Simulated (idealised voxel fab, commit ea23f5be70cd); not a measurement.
Documented hereafter: the process module known as voxel air gaps.
It is cross-section cut that appears here, measuring 220 nm in width, its square cells being 5 nm in size.
If you're reading a cross-section in this doc, picture square cells in a grid; it comes to you as bands, top ones listed first down to the bottom, and a band can be one or more rows of cells. Quick guide to a band line: top height, bottom height (nm) up front; then every material left to right with its width in nm. Only one material and it's marked "throughout"? Then it fills the band edge to edge. And "blank" just means empty space. All heights in this document are referenced to 0, defined as the level beneath which the wafer, as received, consists entirely of one material. The lowest band is not bounded below; it extends indefinitely downward and is written in the form "from 0 down". The two numbers in a width such as "30 to 40" mark its ends across the band: the first belongs to the top row of cells, the second to the bottom row, and from each row to the next the width moves by the same amount. Given "no alteration" for a step, no cell of the cross-section differs between before and after that step. Each empty space that has no open way to the top and spans at least 8 cells appears under "Enclosed void list" as width x height at distance, the distance counted from the left edge, all in nm. That trailing text on a step's line, after the settings, is the simulator's own remark on the step. overlay nm: on a step with a mask, how far right of its planned place the mask lay; negative means left.

PROCESS STEPS (PLANNED)
| 1 | RECEIVE (material Si) |
| 2 | CONFORMAL_DEP (material SiO2; thk nm 15) |
| 3 | CONFORMAL_DEP (material SiCN; thk nm 5) |
| 4 | DIRECTIONAL_DEP (material SiO2; thk nm 30) |
| 5 | DIRECTIONAL_DEP (material aC; thk nm 10) |
| 6 | PATTERN (tone open; mask id LINES; material resist; width nm 20; pitch nm 45; thk nm 30; overlay nm 0) |
| 7 | DIRECTIONAL_ETCH (etch materials aC; depth nm 10) |
| 8 | STRIP (etch materials resist) |
| 9 | DIRECTIONAL_ETCH (etch materials SiO2; depth nm 30) |
| 10 | STRIP (etch materials aC) |
| 11 | CONFORMAL_DEP (material TiN; thk nm 5) |
| 12 | FILL_DEP (material W; thk nm 10) |
| 13 | CMP (height nm 50) |
| 14 | EPI (material Ru; thk nm 10) |
| 15 | SELECTIVE_ETCH (etch materials SiO2; depth nm 40) |
| 16 | CONFORMAL_DEP (material SiCN; thk nm 5) |

STEP 1 COMPLETE: CROSS-SECTION OF THE WAFER AS RECEIVED
* from 0 down: Si throughout
* Enclosed void list: none

CROSS-SECTION: FIRST OF TWO WAFERS, MODULE FINISHED, RUN ACCORDING TO PLAN
* from 65 to 60: 15 of blank; 185 of SiCN; 20 of blank
* from 60 to 50: 15 of blank; 5 of SiCN; 40 of Ru; 5 of SiCN; 40 of Ru; 5 of SiCN; 40 of Ru; 5 of SiCN; 40 of Ru; 5 of SiCN; 20 of blank
* from 50 to 45: 15 of blank; 15 of SiCN; 5 of TiN; 10 of W; 5 of TiN; 25 of SiCN; 5 of TiN; 10 of W; 5 of TiN; 25 of SiCN; 5 of TiN; 10 of W; 5 of TiN; 25 of SiCN; 5 of TiN; 10 of W; 5 of TiN; 15 of SiCN; 20 of blank
* from 45 to 25: 25 of blank; 5 of SiCN; 5 of TiN; 10 of W; 5 of TiN; 5 of SiCN; 15 of blank; 5 of SiCN; 5 of TiN; 10 of W; 5 of TiN; 5 of SiCN; 15 of blank; 5 of SiCN; 5 of TiN; 10 of W; 5 of TiN; 5 of SiCN; 15 of blank; 5 of SiCN; 5 of TiN; 10 of W; 5 of TiN; 5 of SiCN; 30 of blank
* from 25 to 20: 30 of SiCN; 20 of TiN; 25 of SiCN; 20 of TiN; 25 of SiCN; 20 of TiN; 25 of SiCN; 20 of TiN; 35 of SiCN
* from 20 to 15: SiCN throughout
* from 15 to 0: SiO2 throughout
* from 0 down: Si throughout
* Enclosed void list: 15 x 20 at 55; 15 x 20 at 100; 15 x 20 at 145

SECOND OF TWO WAFERS, MODULE COMPLETE, SECTIONED: IT SHARES THE FIRST WAFER'S START AND PLAN BUT WAS RUN WITH ONE MISTAKE
* from 65 to 60: SiCN throughout
* from 60 to 50: Ru throughout
* from 50 to 45: 35 of TiN; 10 of W; 35 of TiN; 10 of W; 35 of TiN; 10 of W; 35 of TiN; 10 of W; 40 of TiN
* from 45 to 20: 30 of SiO2; 5 of TiN; 10 of W; 5 of TiN; 25 of SiO2; 5 of TiN; 10 of W; 5 of TiN; 25 of SiO2; 5 of TiN; 10 of W; 5 of TiN; 25 of SiO2; 5 of TiN; 10 of W; 5 of TiN; 35 of SiO2
* from 20 to 15: 30 of SiO2; 20 of TiN; 25 of SiO2; 20 of TiN; 25 of SiO2; 20 of TiN; 25 of SiO2; 20 of TiN; 35 of SiO2
* from 15 to 0: SiO2 throughout
* from 0 down: Si throughout
* Enclosed void list: none
Nonconformance to the process plan: it should be noted that step 3 of the plan was omitted and was not performed
Cell-count delta at end, second wafer over first, by material: +24 Ru; -128 SiCN; +168 SiO2; +36 TiN; +8 W
Long story short, the first wafer ends with 3 closed voids and the second one with 0.
